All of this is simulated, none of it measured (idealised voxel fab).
The process module presented herein is designated voxel self aligned contacts.
Cross-section cut: width 225 nm, square cells of 5 nm.
Cross-section format: a grid of square cells, given as bands from top to bottom; each band is one or more rows of cells.
Heads up on the band format: heights come first, top then bottom, in nm. After that it's the materials left to right, each with its width in nm. A single material flagged "edge to edge" fills the whole band edge to edge, and "empty" means there's empty space there.
Height reference: 0 = level under which incoming wafer is all one material. Lowest band: no bottom, runs on downward, e.g. "top 0, no bottom".
With a width like "30..40", each row of cells in the band differs from the next by the same amount, the top row carrying the first number and the bottom row the second.
A step reported as "left unchanged" is a step in which no cell of the cross-section changed.
What "Voids, enclosed" gives you is every empty space of 8 cells or more that is cut off from the top. Each appears as width x height at distance, with the distance taken from the left edge and width, height and distance all in nm.
If you see something after the settings on a step's line, that's the simulator's own remark about that step.
overlay nm: right-of-plan distance of the mask on a masked step; negative values mean left-of-plan.
Each pair below shows a cross-section before one step and the cross-section after it, down to the lowest band that changed. The line under each pair gives the step between them, with its settings. The pairs can come from different runs of this module on the same starting wafer, so a pair continues from the pair above only where its "State on entry" says so.

-- State on entry
> top 85, bottom 65  empty (70), then resist (20), then empty (45), then resist (20), then empty (70)
> top 65, bottom 50  empty (70), then aC (20), then empty (45), then aC (20), then empty (70)
> top 50, bottom 35  SiN edge to edge
> top 35, bottom 5  polySi edge to edge
> top 5, bottom 0  SiO2 edge to edge
> top 0, no bottom  Si edge to edge
> Voids, enclosed: none

-- As Processed
> top 65, bottom 50  empty (70), then aC (20), then empty (45), then aC (20), then empty (70)
> Under 50: no change, same as before.
> Voids, enclosed: none
What sits between those two cross-sections? STRIP, etch materials resist

State on entry: nothing new to draw here, it's the after view of the pair just above.

-- As Processed
> top 65, bottom 50  empty (70), then aC (20), then empty (45), then aC (20), then empty (70)
> top 50, bottom 35  empty (70), then SiN (20), then empty (45), then SiN (20), then empty (70)
> Under 35: no change, same as before.
> Voids, enclosed: none
What sits between those two cross-sections? DIRECTIONAL_ETCH, etch materials SiN, depth nm 15

State on entry: nothing new to draw here, it's the after view of the pair just above.

-- As Processed
> top 65, bottom 50  empty (70), then aC (20), then empty (45), then aC (20), then empty (70)
> top 50, bottom 35  empty (70), then SiN (20), then empty (45), then SiN (20), then empty (70)
> top 35, bottom 5  empty (70), then polySi (20), then empty (45), then polySi (20), then empty (70)
> Under 5: no change, same as before.
> Voids, enclosed: none
What sits between those two cross-sections? DIRECTIONAL_ETCH, etch materials polySi, depth nm 30

State on entry: nothing new to draw here, it's the after view of the pair just above.

-- As Processed
> top 50, bottom 35  empty (70), then SiN (20), then empty (45), then SiN (20), then empty (70)
> Under 35: no change, same as before.
> Voids, enclosed: none
What sits between those two cross-sections? STRIP, etch materials aC

State on entry: nothing new to draw here, it's the after view of the pair just above.

-- As Processed
> top 55, bottom 35  empty (65), then SiN (30), then empty (35), then SiN (30), then empty (65)
> top 35, bottom 10  empty (65), then SiN (5), then polySi (20), then SiN (5), then empty (35), then SiN (5), then polySi (20), then SiN (5), then empty (65)
> top 10, bottom 5  SiN (70), then polySi (20), then SiN (45), then polySi (20), then SiN (70)
> Under 5: no change, same as before.
> Voids, enclosed: none
What sits between those two cross-sections? CONFORMAL_DEP, material SiN, thk nm 5

State on entry: nothing new to draw here, it's the after view of the pair just above.

-- As Processed
> top 50, bottom 35  empty (65), then SiN (30), then empty (35), then SiN (30), then empty (65)
> top 35, bottom 5  empty (65), then SiN (5), then polySi (20), then SiN (5), then empty (35), then SiN (5), then polySi (20), then SiN (5), then empty (65)
> Under 5: no change, same as before.
> Voids, enclosed: none
What sits between those two cross-sections? DIRECTIONAL_ETCH, etch materials SiN, depth nm 5

State on entry: nothing new to draw here, it's the after view of the pair just above.

-- As Processed
> top 65, bottom 50  SiO2 edge to edge
> top 50, bottom 35  SiO2 (65), then SiN (30), then SiO2 (35), then SiN (30), then SiO2 (65)
> top 35, bottom 5  SiO2 (65), then SiN (5), then polySi (20), then SiN (5), then SiO2 (35), then SiN (5), then polySi (20), then SiN (5), then SiO2 (65)
> Under 5: no change, same as before.
> Voids, enclosed: none
What sits between those two cross-sections? FILL_DEP, material SiO2, thk nm 15

State on entry: nothing new to draw here, it's the after view of the pair just above.

-- As Processed
> top 55, bottom 50  SiO2 edge to edge
> Under 50: no change, same as before.
> Voids, enclosed: none
What sits between those two cross-sections? CMP, height nm 55

State on entry: nothing new to draw here, it's the after view of the pair just above.

-- As Processed
> top 55, bottom 50  SiO2 (90), then empty (45), then SiO2 (90)
> top 50, bottom 35  SiO2 (65), then SiN (30), then empty (35), then SiN (30), then SiO2 (65)
> top 35, bottom 5  SiO2 (65), then SiN (5), then polySi (20), then SiN (5), then empty (35), then SiN (5), then polySi (20), then SiN (5), then SiO2 (65)
> top 5, bottom 0  SiO2 (95), then empty (35), then SiO2 (95)
> Under 0: no change, same as before.
> Voids, enclosed: none
What sits between those two cross-sections? MASKED_ETCH, tone open, mask id CONTACT, width nm 45, etch materials SiO2, depth nm 55, overlay nm 0

State on entry: nothing new to draw here, it's the after view of the pair just above.

-- As Processed
> top 60, bottom 55  TiN (95), then empty (35), then TiN (95)
> top 55, bottom 50  SiO2 (90), then TiN (10), then empty (25), then TiN (10), then SiO2 (90)
> top 50, bottom 35  SiO2 (65), then SiN (30), then TiN (5), then empty (25), then TiN (5), then SiN (30), then SiO2 (65)
> top 35, bottom 5  SiO2 (65), then SiN (5), then polySi (20), then SiN (5), then TiN (5), then empty (25), then TiN (5), then SiN (5), then polySi (20), then SiN (5), then SiO2 (65)
> top 5, bottom 0  SiO2 (95), then TiN (35), then SiO2 (95)
> Under 0: no change, same as before.
> Voids, enclosed: none
What sits between those two cross-sections? CONFORMAL_DEP, material TiN, thk nm 5

State on entry: nothing new to draw here, it's the after view of the pair just above.

-- As Processed
> top 65, bottom 60  W edge to edge
> top 60, bottom 55  TiN (95), then W (35), then TiN (95)
> top 55, bottom 50  SiO2 (90), then TiN (10), then W (25), then TiN (10), then SiO2 (90)
> top 50, bottom 35  SiO2 (65), then SiN (30), then TiN (5), then W (25), then TiN (5), then SiN (30), then SiO2 (65)
> top 35, bottom 5  SiO2 (65), then SiN (5), then polySi (20), then SiN (5), then TiN (5), then W (25), then TiN (5), then SiN (5), then polySi (20), then SiN (5), then SiO2 (65)
> Under 5: no change, same as before.
> Voids, enclosed: none
What sits between those two cross-sections? FILL_DEP, material W, thk nm 5

State on entry: nothing new to draw here, it's the after view of the pair just above.

-- As Processed
> top 55, bottom 50  SiO2 (90), then TiN (10), then W (25), then TiN (10), then SiO2 (90)
> Under 50: no change, same as before.
> Voids, enclosed: none
What sits between those two cross-sections? CMP, height nm 55

State on entry: nothing new to draw here, it's the after view of the pair just above.

-- As Processed
> top 60, bottom 55  SiN edge to edge
> Under 55: no change, same as before.
> Voids, enclosed: none
What sits between those two cross-sections? CONFORMAL_DEP, material SiN, thk nm 5

-- State on entry
> top 55, bottom 50  SiO2 edge to edge
> top 50, bottom 35  SiO2 (60), then SiN (40), then SiO2 (25), then SiN (40), then SiO2 (60)
> top 35, bottom 5  SiO2 (60), then SiN (5), then polySi (30), then SiN (5), then SiO2 (25), then SiN (5), then polySi (30), then SiN (5), then SiO2 (60)
> top 5, bottom 0  SiO2 edge to edge
> top 0, no bottom  Si edge to edge
> Voids, enclosed: none

-- As Processed
> top 55, bottom 50  SiO2 (95), then empty (45), then SiO2 (85)
> top 50, bottom 35  SiO2 (60), then SiN (40), then empty (25), then SiN (40), then SiO2 (60)
> top 35, bottom 5  SiO2 (60), then SiN (5), then polySi (30), then SiN (5), then empty (25), then SiN (5), then polySi (30), then SiN (5), then SiO2 (60)
> top 5, bottom 0  SiO2 (100), then empty (25), then SiO2 (100)
> Under 0: no change, same as before.
> Voids, enclosed: none
What sits between those two cross-sections? MASKED_ETCH, tone open, mask id CONTACT, width nm 45, etch materials SiO2, depth nm 55, overlay nm 5

State on entry: nothing new to draw here, it's the after view of the pair just above.

-- As Processed
> top 60, bottom 55  TiN (100), then empty (35), then TiN (90)
> top 55, bottom 50  SiO2 (95), then TiN (10), then empty (15), then TiN (20), then SiO2 (85)
> top 50, bottom 35  SiO2 (60), then SiN (40), then TiN (5), then empty (15), then TiN (5), then SiN (40), then SiO2 (60)
> top 35, bottom 5  SiO2 (60), then SiN (5), then polySi (30), then SiN (5), then TiN (5), then empty (15), then TiN (5), then SiN (5), then polySi (30), then SiN (5), then SiO2 (60)
> top 5, bottom 0  SiO2 (100), then TiN (25), then SiO2 (100)
> Under 0: no change, same as before.
> Voids, enclosed: none
What sits between those two cross-sections? CONFORMAL_DEP, material TiN, thk nm 5

State on entry: nothing new to draw here, it's the after view of the pair just above.

-- As Processed
> top 65, bottom 60  W edge to edge
> top 60, bottom 55  TiN (100), then W (35), then TiN (90)
> top 55, bottom 50  SiO2 (95), then TiN (10), then W (15), then TiN (20), then SiO2 (85)
> top 50, bottom 35  SiO2 (60), then SiN (40), then TiN (5), then W (15), then TiN (5), then SiN (40), then SiO2 (60)
> top 35, bottom 5  SiO2 (60), then SiN (5), then polySi (30), then SiN (5), then TiN (5), then W (15), then TiN (5), then SiN (5), then polySi (30), then SiN (5), then SiO2 (60)
> Under 5: no change, same as before.
> Voids, enclosed: none
What sits between those two cross-sections? FILL_DEP, material W, thk nm 5

State on entry: nothing new to draw here, it's the after view of the pair just above.

-- As Processed
> top 55, bottom 50  SiO2 (95), then TiN (10), then W (15), then TiN (20), then SiO2 (85)
> Under 50: no change, same as before.
> Voids, enclosed: none
What sits between those two cross-sections? CMP, height nm 55

State on entry: nothing new to draw here, it's the after view of the pair just above.

-- As Processed
> top 60, bottom 55  SiN edge to edge
> Under 55: no change, same as before.
> Voids, enclosed: none
What sits between those two cross-sections? CONFORMAL_DEP, material SiN, thk nm 5

-- State on entry
> top 50, bottom 35  SiN edge to edge
> top 35, bottom 5  polySi edge to edge
> top 5, bottom 0  SiO2 edge to edge
> top 0, no bottom  Si edge to edge
> Voids, enclosed: none

-- As Processed
> top 65, bottom 50  W edge to edge
> Under 50: no change, same as before.
> Voids, enclosed: none
What sits between those two cross-sections? DIRECTIONAL_DEP, material W, thk nm 15

State on entry: nothing new to draw here, it's the after view of the pair just above.

-- As Processed
> top 100, bottom 65  empty (65), then resist (30), then empty (35), then resist (30), then empty (65)
> Under 65: no change, same as before.
> Voids, enclosed: none
What sits between those two cross-sections? PATTERN, tone cover, mask id GATE, material resist, width nm 30, pitch nm 65, thk nm 35, overlay nm 0

State on entry: nothing new to draw here, it's the after view of the pair just above.

-- As Processed
> top 85, bottom 65  empty (65), then resist (30), then empty (35), then resist (30), then empty (65)
> Under 65: no change, same as before.
> Voids, enclosed: none
What sits between those two cross-sections? DIRECTIONAL_ETCH, etch materials aC, depth nm 15

State on entry: nothing new to draw here, it's the after view of the pair just above.

-- As Processed
> top 65, bottom 50  W edge to edge
> Under 50: no change, same as before.
> Voids, enclosed: none
What sits between those two cross-sections? STRIP, etch materials resist

State on entry: nothing new to draw here, it's the after view of the pair just above.

-- As Processed
> top 70, bottom 65  SiN edge to edge
> Under 65: no change, same as before.
> Voids, enclosed: none
What sits between those two cross-sections? CONFORMAL_DEP, material SiN, thk nm 5

State on entry: nothing new to draw here, it's the after view of the pair just above.

-- As Processed
> top 65, bottom 50  W edge to edge
> Under 50: no change, same as before.
> Voids, enclosed: none
What sits between those two cross-sections? DIRECTIONAL_ETCH, etch materials SiN, depth nm 5

State on entry: nothing new to draw here, it's the after view of the pair just above.

-- As Processed
> top 80, bottom 65  SiO2 edge to edge
> Under 65: no change, same as before.
> Voids, enclosed: none
What sits between those two cross-sections? FILL_DEP, material SiO2, thk nm 15

State on entry: nothing new to draw here, it's the after view of the pair just above.

-- As Processed
> top 55, bottom 50  W edge to edge
> Under 50: no change, same as before.
> Voids, enclosed: none
What sits between those two cross-sections? CMP, height nm 55

State on entry: nothing new to draw here, it's the after view of the pair just above.

-- As Processed
> top 60, bottom 55  TiN edge to edge
> Under 55: no change, same as before.
> Voids, enclosed: none
What sits between those two cross-sections? CONFORMAL_DEP, material TiN, thk nm 5

State on entry: nothing new to draw here, it's the after view of the pair just above.

-- As Processed
> top 65, bottom 60  W edge to edge
> Under 60: no change, same as before.
> Voids, enclosed: none
What sits between those two cross-sections? FILL_DEP, material W, thk nm 5

State on entry: nothing new to draw here, it's the after view of the pair just above.

-- As Processed
> top 55, bottom 50  W edge to edge
> Under 50: no change, same as before.
> Voids, enclosed: none
What sits between those two cross-sections? CMP, height nm 55

State on entry: nothing new to draw here, it's the after view of the pair just above.

-- As Processed
> top 60, bottom 55  SiN edge to edge
> Under 55: no change, same as before.
> Voids, enclosed: none
What sits between those two cross-sections? CONFORMAL_DEP, material SiN, thk nm 5

-- State on entry
> top 65, bottom 50  aC edge to edge
> top 50, bottom 35  SiN edge to edge
> top 35, bottom 5  polySi edge to edge
> top 5, bottom 0  SiO2 edge to edge
> top 0, no bottom  Si edge to edge
> Voids, enclosed: none

-- As Processed
> top 100, bottom 65  resist (65), then empty (30), then resist (35), then empty (30), then resist (65)
> Under 65: no change, same as before.
> Voids, enclosed: none
What sits between those two cross-sections? PATTERN, tone open, mask id GATE, material resist, width nm 30, pitch nm 65, thk nm 35, overlay nm 0

State on entry: nothing new to draw here, it's the after view of the pair just above.

-- As Processed
> top 85, bottom 65  resist (65), then empty (30), then resist (35), then empty (30), then resist (65)
> top 65, bottom 50  aC (65), then empty (30), then aC (35), then empty (30), then aC (65)
> Under 50: no change, same as before.
> Voids, enclosed: none
What sits between those two cross-sections? DIRECTIONAL_ETCH, etch materials aC, depth nm 15

State on entry: nothing new to draw here, it's the after view of the pair just above.

-- As Processed
> top 65, bottom 50  aC (65), then empty (30), then aC (35), then empty (30), then aC (65)
> Under 50: no change, same as before.
> Voids, enclosed: none
What sits between those two cross-sections? STRIP, etch materials resist

State on entry: nothing new to draw here, it's the after view of the pair just above.

-- As Processed
> top 65, bottom 50  aC (65), then empty (30), then aC (35), then empty (30), then aC (65)
> top 50, bottom 35  SiN (65), then empty (30), then SiN (35), then empty (30), then SiN (65)
> Under 35: no change, same as before.
> Voids, enclosed: none
What sits between those two cross-sections? DIRECTIONAL_ETCH, etch materials SiN, depth nm 15

State on entry: nothing new to draw here, it's the after view of the pair just above.

-- As Processed
> top 65, bottom 50  aC (65), then empty (30), then aC (35), then empty (30), then aC (65)
> top 50, bottom 35  SiN (65), then empty (30), then SiN (35), then empty (30), then SiN (65)
> top 35, bottom 5  polySi (65), then empty (30), then polySi (35), then empty (30), then polySi (65)
> Under 5: no change, same as before.
> Voids, enclosed: none
What sits between those two cross-sections? DIRECTIONAL_ETCH, etch materials polySi, depth nm 30

State on entry: nothing new to draw here, it's the after view of the pair just above.

-- As Processed
> top 50, bottom 35  SiN (65), then empty (30), then SiN (35), then empty (30), then SiN (65)
> Under 35: no change, same as before.
> Voids, enclosed: none
What sits between those two cross-sections? STRIP, etch materials aC

State on entry: nothing new to draw here, it's the after view of the pair just above.

-- As Processed
> top 55, bottom 35  SiN (70), then empty (20), then SiN (45), then empty (20), then SiN (70)
> top 35, bottom 10  polySi (65), then SiN (5), then empty (20), then SiN (5), then polySi (35), then SiN (5), then empty (20), then SiN (5), then polySi (65)
> top 10, bottom 5  polySi (65), then SiN (30), then polySi (35), then SiN (30), then polySi (65)
> Under 5: no change, same as before.
> Voids, enclosed: none
What sits between those two cross-sections? CONFORMAL_DEP, material SiN, thk nm 5

State on entry: nothing new to draw here, it's the after view of the pair just above.

-- As Processed
> top 50, bottom 35  SiN (70), then empty (20), then SiN (45), then empty (20), then SiN (70)
> top 35, bottom 5  polySi (65), then SiN (5), then empty (20), then SiN (5), then polySi (35), then SiN (5), then empty (20), then SiN (5), then polySi (65)
> Under 5: no change, same as before.
> Voids, enclosed: none
What sits between those two cross-sections? DIRECTIONAL_ETCH, etch materials SiN, depth nm 5

State on entry: nothing new to draw here, it's the after view of the pair just above.

-- As Processed
> top 65, bottom 50  SiO2 edge to edge
> top 50, bottom 35  SiN (70), then SiO2 (20), then SiN (45), then SiO2 (20), then SiN (70)
> top 35, bottom 5  polySi (65), then SiN (5), then SiO2 (20), then SiN (5), then polySi (35), then SiN (5), then SiO2 (20), then SiN (5), then polySi (65)
> Under 5: no change, same as before.
> Voids, enclosed: none
What sits between those two cross-sections? FILL_DEP, material SiO2, thk nm 15

State on entry: nothing new to draw here, it's the after view of the pair just above.

-- As Processed
> top 55, bottom 50  SiO2 edge to edge
> Under 50: no change, same as before.
> Voids, enclosed: none
What sits between those two cross-sections? CMP, height nm 55

State on entry: nothing new to draw here, it's the after view of the pair just above.

-- As Processed
> top 55, bottom 50  SiO2 (90), then empty (45), then SiO2 (90)
> Under 50: no change, same as before.
> Voids, enclosed: none
What sits between those two cross-sections? MASKED_ETCH, tone open, mask id CONTACT, width nm 45, etch materials SiO2, depth nm 55, overlay nm 0

State on entry: nothing new to draw here, it's the after view of the pair just above.

-- As Processed
> top 60, bottom 55  TiN (95), then empty (35), then TiN (95)
> top 55, bottom 50  SiO2 (90), then TiN (45), then SiO2 (90)
> Under 50: no change, same as before.
> Voids, enclosed: none
What sits between those two cross-sections? CONFORMAL_DEP, material TiN, thk nm 5

State on entry: nothing new to draw here, it's the after view of the pair just above.

-- As Processed
> top 65, bottom 60  W edge to edge
> top 60, bottom 55  TiN (95), then W (35), then TiN (95)
> Under 55: no change, same as before.
> Voids, enclosed: none
What sits between those two cross-sections? FILL_DEP, material W, thk nm 5

State on entry: nothing new to draw here, it's the after view of the pair just above.

-- As Processed
> top 55, bottom 50  SiO2 (90), then TiN (45), then SiO2 (90)
> Under 50: no change, same as before.
> Voids, enclosed: none
What sits between those two cross-sections? CMP, height nm 55

State on entry: nothing new to draw here, it's the after view of the pair just above.

-- As Processed
> top 60, bottom 55  SiN edge to edge
> Under 55: no change, same as before.
> Voids, enclosed: none
What sits between those two cross-sections? CONFORMAL_DEP, material SiN, thk nm 5
